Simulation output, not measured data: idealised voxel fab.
Presented below is a process module, voxel capacitor over wiring.
Xsec cut, 140 nm wide, square cell size 5 nm.
Cross-section, as written here: a square-cell grid given band by band from the top down, where a band holds one or more rows of cells. The band entry comprises the height of the band's top followed by the height of its bottom, expressed in nm, and subsequently the band's materials from left to right, each stated together with its width in nm. Where a single material is marked with the word "throughout", that material fills the band from edge to edge. The word "air" represents empty space. Zero point of the height axis is 0; under it, received wafer = one material. Lowest band: continues down indefinitely, "0 -> down". With a width like "30->40", each row of cells in the band differs from the next by the same amount, the top row carrying the first number and the bottom row the second. For the purposes of this document, the phrase "no modification" attached to a step denotes that no cell within the cross-section was modified by that step. Enclosed voids (no open way to top), threshold 8 cells or more, entry "Fully closed voids", notation width x height at distance, distance from left edge, nm. after a step's settings: what the simulator itself notes on the step. overlay nm: right-of-plan distance of the mask on a masked step; negative values mean left-of-plan.

Process steps - plan:
step 1: RECEIVE | material Si
step 2: CONFORMAL_DEP | material SiO2 | thk nm 15
step 3: DIRECTIONAL_DEP | material TiN | thk nm 5
step 4: DIRECTIONAL_DEP | material W | thk nm 20
step 5: MASKED_ETCH | tone cover | mask id METAL_1 | width nm 20 | pitch nm 80 | etch materials W | depth nm 20 | overlay nm 0
step 6: MASKED_ETCH | tone cover | mask id METAL_1 | width nm 20 | pitch nm 80 | etch materials TiN | depth nm 5 | overlay nm 0
step 7: FILL_DEP | material lowk | thk nm 10
step 8: CMP | height nm 40
step 9: CONFORMAL_DEP | material SiCN | thk nm 5
step 10: DIRECTIONAL_DEP | material lowk | thk nm 10
step 11: PATTERN | tone open | mask id PLUG_1 | material resist | width nm 15 | thk nm 20 | overlay nm 0
step 12: DIRECTIONAL_ETCH | etch materials lowk | depth nm 10
step 13: DIRECTIONAL_ETCH | etch materials SiCN | depth nm 5
step 14: STRIP | etch materials resist
step 15: CONFORMAL_DEP | material TiN | thk nm 5
step 16: FILL_DEP | material Cu | thk nm 10
step 17: CMP | height nm 55
step 18: DIRECTIONAL_DEP | material TiN | thk nm 10
step 19: DIRECTIONAL_DEP | material Al2O3 | thk nm 5
step 20: DIRECTIONAL_DEP | material TiN | thk nm 10
step 21: PATTERN | tone cover | mask id UPPER_PLATE | material resist | width nm 65 | thk nm 20 | overlay nm 0
step 22: DIRECTIONAL_ETCH | etch materials TiN | depth nm 10
step 23: DIRECTIONAL_ETCH | etch materials Al2O3 | depth nm 5
step 24: STRIP | etch materials resist
step 25: PATTERN | tone cover | mask id LOWER_PLATE | material resist | width nm 75 | thk nm 20 | overlay nm 0
step 26: DIRECTIONAL_ETCH | etch materials TiN | depth nm 10
step 27: STRIP | etch materials resist
step 28: FILL_DEP | material SiO2 | thk nm 20
step 29: CMP | height nm 95
step 30: MASKED_ETCH | tone open | mask id PLUG_2 | width nm 15 | etch materials SiO2 | depth nm 15 | overlay nm 0
step 31: CONFORMAL_DEP | material TiN | thk nm 5
step 32: FILL_DEP | material Ru | thk nm 10
step 33: CMP | height nm 95
step 34: CONFORMAL_DEP | material SiCN | thk nm 5

The cross-section here shows the wafer as received, i.e. in its state after step 1:
- 0 -> down = Si throughout
- Fully closed voids: none

One mistake in running the module, otherwise start and plan as above: cross-section at the end:
- 115 -> 110 = SiCN throughout
- 110 -> 100 = Ru throughout
- 100 -> 95 = TiN (40) / Ru (5) / TiN (95)
- 95 -> 85 = SiO2 (35) / TiN (5) / Ru (5) / TiN (5) / SiO2 (90)
- 85 -> 80 = SiO2 (35) / TiN (15) / SiO2 (90)
- 80 -> 70 = SiO2 (25) / TiN (65) / SiO2 (50)
- 70 -> 65 = SiO2 (25) / Al2O3 (65) / SiO2 (50)
- 65 -> 55 = SiO2 (20) / TiN (75) / SiO2 (45)
- 55 -> 45 = lowk (25) / TiN (5) / Cu (5) / TiN (5) / lowk (100)
- 45 -> 40 = SiCN (25) / TiN (15) / SiCN (100)
- 40 -> 20 = lowk (20) / W (20) / lowk (60) / W (20) / lowk (20)
- 20 -> 15 = lowk (20) / TiN (20) / lowk (60) / TiN (20) / lowk (20)
- 15 -> 0 = SiO2 throughout
- 0 -> down = Si throughout
- Fully closed voids: none
Against the plan, the run slipped here: step 33 from the plan never happened, it was just skipped
